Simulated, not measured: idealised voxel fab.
Documented hereafter: the process module known as voxel local oxidation.
For reference, the cross-section in this document is cut, with width 255 nm and square cells of 5 nm.
Bands, listed from the top down, are how a cross-section gets written in this document; the cross-section itself is a grid of square cells, and a band is one or more rows of them.
Per band: top height and bottom height in nm, followed by the left-to-right materials and their widths in nm; "throughout" marks a single material spanning edge to edge, "blank" marks empty space.
Counting heights begins at 0, where everything beneath is, in the wafer as received, one material. The lowest band has no bottom; it goes on downwards, as "0..down" shows.
Quick explanation for "30..40": the width changes in equal steps down the rows of cells, from the first number in the band's top row to the second number in its bottom row.
Basically "no change" means that step didn't change any cell in the cross-section.
"Closed void register": sealed empty spaces, 8 cells or more, no open way to top, listed width x height at distance, with distance from the left edge and width, height and distance in nm.
On a step's line, text after the settings is the simulator commenting on that step.
The line of a step may include "overlay nm". On a step with a mask, this value is how far to the right of its planned place the mask lay. A negative value means the mask lay to the left.

-- Here's what the planned process steps look like
1) RECEIVE (material Si)
2) CONFORMAL_DEP (material SiO2; thk nm 5)
3) CONFORMAL_DEP (material SiN; thk nm 15)
4) PATTERN (tone cover; mask id ACTIVE; material resist; width nm 95; thk nm 20; overlay nm 0)
5) DIRECTIONAL_ETCH (etch materials SiN; depth nm 15)
6) STRIP (etch materials resist)
7) SELECTIVE_ETCH (etch materials SiO2; depth nm 5)
8) OXIDIZE (depth nm 10)
9) STRIP (etch materials SiN)

-- So, the first of our two wafers, run just as we planned it

-- Incoming wafer, cross-sectional view, post step 1
    0..down = Si throughout
    Closed void register: none

-- After step 2: wafer cross-section
    5..0 = SiO2 throughout
    For the remainder of the cross-section, below 0, there is no change.

-- After step 3: wafer cross-section
    20..5 = SiN throughout
    For the remainder of the cross-section, below 5, there is no change.

-- After step 4: wafer cross-section
    40..20 = 80 nm blank, 95 nm resist, 80 nm blank
    For the remainder of the cross-section, below 20, there is no change.

-- After step 5: wafer cross-section
    40..20 = 80 nm blank, 95 nm resist, 80 nm blank
    20..5 = 80 nm blank, 95 nm SiN, 80 nm blank
    For the remainder of the cross-section, below 5, there is no change.

-- After step 6: wafer cross-section
    20..5 = 80 nm blank, 95 nm SiN, 80 nm blank
    For the remainder of the cross-section, below 5, there is no change.

-- After step 7: wafer cross-section
    20..5 = 80 nm blank, 95 nm SiN, 80 nm blank
    5..0 = 85 nm blank, 85 nm SiO2, 85 nm blank
    For the remainder of the cross-section, below 0, there is no change.

-- After step 8: wafer cross-section
    20..5 = 80 nm blank, 95 nm SiN, 80 nm blank
    5..0 = 85 nm blank, 85 nm SiO2, 85 nm blank
    0..-10 = 95 nm SiO2, 65 nm Si, 95 nm SiO2
    For the remainder of the cross-section, below -10, there is no change.

-- After step 9: wafer cross-section
    5..0 = 85 nm blank, 85 nm SiO2, 85 nm blank
    For the remainder of the cross-section, below 0, there is no change.

-- Second wafer, same starting conditions and recipe as the first, one mistake in executing it, nothing differs from the first up to and including step 3

-- Cross-section of the second wafer when, according to plan, step 4 should have finished
    40..20 = 75 nm blank, 105 nm resist, 75 nm blank
    For the remainder of the cross-section, below 20, there is no change.

-- Cross-section of the second wafer when, according to plan, step 5 should have finished
    40..20 = 75 nm blank, 105 nm resist, 75 nm blank
    20..5 = 75 nm blank, 105 nm SiN, 75 nm blank
    For the remainder of the cross-section, below 5, there is no change.

-- Cross-section of the second wafer when, according to plan, step 6 should have finished
    20..5 = 75 nm blank, 105 nm SiN, 75 nm blank
    For the remainder of the cross-section, below 5, there is no change.

-- Cross-section of the second wafer when, according to plan, step 7 should have finished
    20..5 = 75 nm blank, 105 nm SiN, 75 nm blank
    5..0 = 80 nm blank, 95 nm SiO2, 80 nm blank
    For the remainder of the cross-section, below 0, there is no change.

-- Cross-section of the second wafer when, according to plan, step 8 should have finished
    20..5 = 75 nm blank, 105 nm SiN, 75 nm blank
    5..0 = 80 nm blank, 95 nm SiO2, 80 nm blank
    0..-10 = 90 nm SiO2, 75 nm Si, 90 nm SiO2
    For the remainder of the cross-section, below -10, there is no change.

-- Cross-section of the second wafer when, according to plan, step 9 should have finished
    5..0 = 80 nm blank, 95 nm SiO2, 80 nm blank
    For the remainder of the cross-section, below 0, there is no change.
Which mistake was made when the wafer was run? not per plan at step 4, really ran PATTERN (tone cover; mask id ACTIVE; material resist; width nm 105; thk nm 20; overlay nm 0)
Wafer comparison, final, in cells, second relative to first, materials more or fewer: Si +4, SiO2 -2
